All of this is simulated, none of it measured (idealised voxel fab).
Name of the process module below: voxel fin reveal
cross-section cut | 250 nm wide | cells 5 nm
Cross-section, as written here: a square-cell grid given band by band from the top down, where a band holds one or more rows of cells. Heights first: top, then bottom, in nm. Then materials, left to right, each with a width in nm. "edge to edge" on a single material: fills the band edge to edge. "blank": empty space. A quick word on heights: they are counted from 0, and under that level the wafer as it came to us is one material throughout. The lowest band is different from the rest in having no bottom; it simply continues downward, written as in "from 0 down". The two numbers in a width such as "30..40" mark its ends across the band: the first belongs to the top row of cells, the second to the bottom row, and from each row to the next the width moves by the same amount. "remained the same" -> step changed no cross-section cell. You'll see "Enclosed cavities" listing empty spaces that have no way open to the top, as long as they're 8 cells or more; the notation is width x height at distance, where the distance is from the left edge, and all of it is in nm. Heads up: the bit after the settings on a step's line is the simulator's remark on that step. overlay nm: on a step with a mask, how far right of its planned place the mask lay; negative means left.
[Intended process steps]
1. RECEIVE | material Si
2. CONFORMAL_DEP | material SiN | thk nm 10
3. DIRECTIONAL_DEP | material aC | thk nm 10
4. PATTERN | tone cover | mask id FINS | material resist | width nm 15 | pitch nm 40 | thk nm 30 | overlay nm 0
5. DIRECTIONAL_ETCH | etch materials aC | depth nm 10
6. STRIP | etch materials resist
7. DIRECTIONAL_ETCH | etch materials SiN | depth nm 10
8. DIRECTIONAL_ETCH | etch materials Si | depth nm 40
9. STRIP | etch materials aC
10. FILL_DEP | material SiO2 | thk nm 10
11. CMP | height nm 10
12. SELECTIVE_ETCH | etch materials SiO2 | depth nm 30
13. STRIP | etch materials SiN
[So this is the incoming wafer in cross-section - it's already been through step 1]
from 0 down = Si edge to edge
Enclosed cavities: none
[Wafer cross-section at end of module: start and plan as shown above, one execution error]
from 0 to -20 = blank 80 nm, Si 15 nm, blank 25 nm, Si 15 nm, blank 25 nm, Si 15 nm, blank 75 nm
from -20 to -40 = SiO2 80 nm, Si 15 nm, SiO2 25 nm, Si 15 nm, SiO2 25 nm, Si 15 nm, SiO2 75 nm
from -40 down = Si edge to edge
Enclosed cavities: none
Diagnosis: in deviation from the planned setting, step 4 was conducted as PATTERN | tone cover | mask id FINS | material resist | width nm 15 | pitch nm 40 | thk nm 30 | overlay nm 5
